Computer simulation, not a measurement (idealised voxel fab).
Process module in this document: voxel released beams
The figure presents cross-section cut, which has a width of 225 nm and is divided into square cells with an edge length of 5 nm.
This document writes a cross-section as a grid whose cells are square, and gives it as bands, listed from the top down; one or more rows of cells form a band. Top height, bottom height, nm. Materials left to right, width each, nm. Single material + "throughout" = fills band edge to edge. "blank" = empty. The level at which height equals 0 is the one under which the wafer, as it arrives, is entirely one material. No lower edge exists for the bottom band, which continues downward and is notated as in "0 down". When a width is written as two numbers, as in "30..40", the first number is the width in the top row of cells of the band and the second is the width in its bottom row, and the width changes by the same amount from each row to the next. Step marked "stayed the same"? Then no cell in the cross-section changed in it. Under "Enclosed void entries" you'll find the enclosed gaps, the ones with no way out to the top, that are 8 cells or bigger; each reads width x height at distance, with distance counted from the left edge, everything in nm. Heads up: the bit after the settings on a step's line is the simulator's remark on that step. The setting "overlay nm" may be written on the line of a step. When the step uses a mask, the value reports how far to the right of the planned place the mask lay, and a negative value reports that it lay to the left.
## Process steps foreseen in the plan
1,RECEIVE (material Si)
2,CONFORMAL_DEP (material Al2O3; thk nm 5)
3,DIRECTIONAL_DEP (material SiO2; thk nm 15)
4,DIRECTIONAL_DEP (material aC; thk nm 10)
5,PATTERN (tone open; mask id ANCHOR; material resist; width nm 30; thk nm 25; overlay nm 0)
6,DIRECTIONAL_ETCH (etch materials aC; depth nm 10)
7,STRIP (etch materials resist)
8,DIRECTIONAL_ETCH (etch materials SiO2; depth nm 15)
9,STRIP (etch materials aC)
10,CONFORMAL_DEP (material W; thk nm 10)
11,DIRECTIONAL_DEP (material aC; thk nm 15)
12,PATTERN (tone cover; mask id BEAM; material resist; width nm 95; thk nm 30; overlay nm 0)
13,DIRECTIONAL_ETCH (etch materials aC; depth nm 15)
14,STRIP (etch materials resist)
15,DIRECTIONAL_ETCH (etch materials W; depth nm 10)
16,STRIP (etch materials aC)
17,STRIP (etch materials SiO2)
## On the first of the two wafers: run conducted according to plan
## Cross-section of the wafer as it came to us, i.e., already through step 1
0 down | Si throughout
Enclosed void entries: none
## Wafer xsec, post step 2
5 to 0 | Al2O3 throughout
Under the height 0 nothing was changed.
## Wafer xsec, post step 3
20 to 5 | SiO2 throughout
Under the height 5 nothing was changed.
## Wafer xsec, post step 4
30 to 20 | aC throughout
Under the height 20 nothing was changed.
## Wafer xsec, post step 5
55 to 30 | resist=65 / blank=30 / resist=130
Under the height 30 nothing was changed.
## Wafer xsec, post step 6
45 to 30 | resist=65 / blank=30 / resist=130
30 to 20 | aC=65 / blank=30 / aC=130
Under the height 20 nothing was changed.
## Wafer xsec, post step 7
30 to 20 | aC=65 / blank=30 / aC=130
Under the height 20 nothing was changed.
## Wafer xsec, post step 8
30 to 20 | aC=65 / blank=30 / aC=130
20 to 5 | SiO2=65 / blank=30 / SiO2=130
Under the height 5 nothing was changed.
## Wafer xsec, post step 9
20 to 5 | SiO2=65 / blank=30 / SiO2=130
Under the height 5 nothing was changed.
## Wafer xsec, post step 10
30 to 20 | W=75 / blank=10 / W=140
20 to 15 | SiO2=65 / W=10 / blank=10 / W=10 / SiO2=130
15 to 5 | SiO2=65 / W=30 / SiO2=130
Under the height 5 nothing was changed.
## Wafer xsec, post step 11
45 to 30 | aC=75 / blank=10 / aC=140
30 to 20 | W=75 / aC=10 / W=140
20 to 15 | SiO2=65 / W=10 / aC=10 / W=10 / SiO2=130
Under the height 15 nothing was changed.
## Wafer xsec, post step 12
75 to 45 | blank=60 / resist=95 / blank=70
45 to 30 | aC=75 / resist=10 / aC=140
Under the height 30 nothing was changed.
## Wafer xsec, post step 13
60 to 45 | blank=60 / resist=95 / blank=70
45 to 30 | blank=60 / aC=15 / resist=10 / aC=70 / blank=70
Under the height 30 nothing was changed.
## Wafer xsec, post step 14
45 to 30 | blank=60 / aC=15 / blank=10 / aC=70 / blank=70
Under the height 30 nothing was changed.
## Wafer xsec, post step 15
45 to 30 | blank=60 / aC=15 / blank=10 / aC=70 / blank=70
30 to 20 | blank=60 / W=15 / aC=10 / W=70 / blank=70
Under the height 20 nothing was changed.
## Wafer xsec, post step 16
30 to 20 | blank=60 / W=15 / blank=10 / W=70 / blank=70
20 to 15 | SiO2=65 / W=10 / blank=10 / W=10 / SiO2=130
Under the height 15 nothing was changed.
## Wafer xsec, post step 17
30 to 20 | blank=60 / W=15 / blank=10 / W=70 / blank=70
20 to 15 | blank=65 / W=10 / blank=10 / W=10 / blank=130
15 to 5 | blank=65 / W=30 / blank=130
Under the height 5 nothing was changed.
## Notes, second wafer: start = first wafer's, plan = first wafer's, execution had one mistake; history identical to first through step 1
Second wafer cross-section, taken as of the time the plan sets for step 2 to be done: stayed the same
## Second wafer cross-section, taken as of the time the plan sets for step 3 to be done
15 to 0 | SiO2 throughout
Under the height 0 nothing was changed.
## Second wafer cross-section, taken as of the time the plan sets for step 4 to be done
25 to 15 | aC throughout
Under the height 15 nothing was changed.
## Second wafer cross-section, taken as of the time the plan sets for step 5 to be done
50 to 25 | resist=65 / blank=30 / resist=130
Under the height 25 nothing was changed.
## Second wafer cross-section, taken as of the time the plan sets for step 6 to be done
40 to 25 | resist=65 / blank=30 / resist=130
25 to 15 | aC=65 / blank=30 / aC=130
Under the height 15 nothing was changed.
## Second wafer cross-section, taken as of the time the plan sets for step 7 to be done
25 to 15 | aC=65 / blank=30 / aC=130
Under the height 15 nothing was changed.
## Second wafer cross-section, taken as of the time the plan sets for step 8 to be done
25 to 15 | aC=65 / blank=30 / aC=130
15 to 0 | SiO2=65 / blank=30 / SiO2=130
Under the height 0 nothing was changed.
## Second wafer cross-section, taken as of the time the plan sets for step 9 to be done
15 to 0 | SiO2=65 / blank=30 / SiO2=130
Under the height 0 nothing was changed.
## Second wafer cross-section, taken as of the time the plan sets for step 10 to be done
25 to 15 | W=75 / blank=10 / W=140
15 to 10 | SiO2=65 / W=10 / blank=10 / W=10 / SiO2=130
10 to 0 | SiO2=65 / W=30 / SiO2=130
Under the height 0 nothing was changed.
## Second wafer cross-section, taken as of the time the plan sets for step 11 to be done
40 to 25 | aC=75 / blank=10 / aC=140
25 to 15 | W=75 / aC=10 / W=140
15 to 10 | SiO2=65 / W=10 / aC=10 / W=10 / SiO2=130
Under the height 10 nothing was changed.
## Second wafer cross-section, taken as of the time the plan sets for step 12 to be done
70 to 40 | blank=60 / resist=95 / blank=70
40 to 25 | aC=75 / resist=10 / aC=140
Under the height 25 nothing was changed.
## Second wafer cross-section, taken as of the time the plan sets for step 13 to be done
55 to 40 | blank=60 / resist=95 / blank=70
40 to 25 | blank=60 / aC=15 / resist=10 / aC=70 / blank=70
Under the height 25 nothing was changed.
## Second wafer cross-section, taken as of the time the plan sets for step 14 to be done
40 to 25 | blank=60 / aC=15 / blank=10 / aC=70 / blank=70
Under the height 25 nothing was changed.
## Second wafer cross-section, taken as of the time the plan sets for step 15 to be done
40 to 25 | blank=60 / aC=15 / blank=10 / aC=70 / blank=70
25 to 15 | blank=60 / W=15 / aC=10 / W=70 / blank=70
Under the height 15 nothing was changed.
## Second wafer cross-section, taken as of the time the plan sets for step 16 to be done
25 to 15 | blank=60 / W=15 / blank=10 / W=70 / blank=70
15 to 10 | SiO2=65 / W=10 / blank=10 / W=10 / SiO2=130
Under the height 10 nothing was changed.
## Second wafer cross-section, taken as of the time the plan sets for step 17 to be done
25 to 15 | blank=60 / W=15 / blank=10 / W=70 / blank=70
15 to 10 | blank=65 / W=10 / blank=10 / W=10 / blank=130
10 to 0 | blank=65 / W=30 / blank=130
Under the height 0 nothing was changed.
Finding, execution versus plan: plan step 2: skipped, not run
Final comparison by cell count, materials where the second wafer has more or fewer than the first: -45 Al2O3
